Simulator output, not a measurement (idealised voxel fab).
Process module, titled voxel self aligned vias
255 nm wide, 5 nm square cells: that's cross-section cut.
In what follows, cross-sections appear as grids of square cells, described through bands that run from the top down, where every band is one or more rows of cells.
The entry gives the band's vertical extent as a top height and a bottom height in nm, then its horizontal make-up as materials from left to right, each with a width in nm. "blank" stands for empty space; a single material marked "throughout" fills the band edge to edge.
Convention: height 0 is the level below which the wafer, as received, is all one material. The lowest band does not terminate at the bottom but continues downward, represented as "0..down".
A width such as "30->40" changes by the same amount from each row of cells to the next, from the band's top row to its bottom row.
The designation "changes: none", where it is given for a processing step, indicates that no cell of the cross-section was altered in the course of that step.
Completely sealed voids: empty space of 8 cells or more with no open way to the top, each as width x height at its distance from the left edge, in nm
Where a step's line continues beyond its settings, the continuation is a remark by the simulator itself on that step.
"overlay nm" answers the question of how far to the right of plan the mask lay on a step that has a mask, and when it is negative the answer is to the left.
## Here's what the planned process steps look like
1 RECEIVE [material Si]
2 CONFORMAL_DEP [material SiO2] [thk nm 10]
3 CONFORMAL_DEP [material SiCN] [thk nm 5]
4 DIRECTIONAL_DEP [material SiO2] [thk nm 25]
5 DIRECTIONAL_DEP [material aC] [thk nm 15]
6 PATTERN [tone open] [mask id LINES] [material resist] [width nm 25] [pitch nm 75] [thk nm 30] [overlay nm 0]
7 DIRECTIONAL_ETCH [etch materials aC] [depth nm 15]
8 STRIP [etch materials resist]
9 DIRECTIONAL_ETCH [etch materials SiO2] [depth nm 25]
10 STRIP [etch materials aC]
11 CONFORMAL_DEP [material TiN] [thk nm 5]
12 FILL_DEP [material Ru] [thk nm 5]
13 CMP [height nm 40]
14 SELECTIVE_ETCH [etch materials W Ru TiN] [depth nm 10]
15 FILL_DEP [material SiN] [thk nm 5]
16 CMP [height nm 40]
17 DIRECTIONAL_DEP [material SiO2] [thk nm 15]
18 PATTERN [tone open] [mask id VIAS] [material resist] [width nm 45] [pitch nm 150] [thk nm 15] [overlay nm 0]
19 DIRECTIONAL_ETCH [etch materials SiO2] [depth nm 15]
20 DIRECTIONAL_ETCH [etch materials SiN] [depth nm 10]
21 STRIP [etch materials resist]
22 CONFORMAL_DEP [material TiN] [thk nm 5]
23 FILL_DEP [material Cu] [thk nm 10]
24 CMP [height nm 55]
25 CONFORMAL_DEP [material SiN] [thk nm 5]
## Incoming wafer in cross-section (state: after step 1)
	0..down | Si throughout
	Completely sealed voids: none
## Here's the wafer cut in cross-section after the module, started and planned just like above, except one thing was done wrong in the run
	60..55 | SiN throughout
	55..45 | 30 SiO2; 5 TiN; 35 Cu; 5 TiN; 105 SiO2; 5 TiN; 35 Cu; 5 TiN; 30 SiO2
	45..40 | 30 SiO2; 15 TiN; 15 Cu; 15 TiN; 105 SiO2; 15 TiN; 15 Cu; 15 TiN; 30 SiO2
	40..35 | 40 SiO2; 5 TiN; 15 Cu; 5 TiN; 50 SiO2; 25 SiN; 50 SiO2; 5 TiN; 15 Cu; 5 TiN; 40 SiO2
	35..30 | 40 SiO2; 25 TiN; 50 SiO2; 25 SiN; 50 SiO2; 25 TiN; 40 SiO2
	30..20 | 40 SiO2; 5 TiN; 15 Ru; 5 TiN; 50 SiO2; 5 TiN; 15 Ru; 5 TiN; 50 SiO2; 5 TiN; 15 Ru; 5 TiN; 40 SiO2
	20..15 | 40 SiO2; 25 TiN; 50 SiO2; 25 TiN; 50 SiO2; 25 TiN; 40 SiO2
	15..5 | SiO2 throughout
	5..0 | SiCN throughout
	0..down | Si throughout
	Completely sealed voids: none
Heads up, the wafer didn't run the way we planned it: ran 2 and 3 in swapped order versus the plan
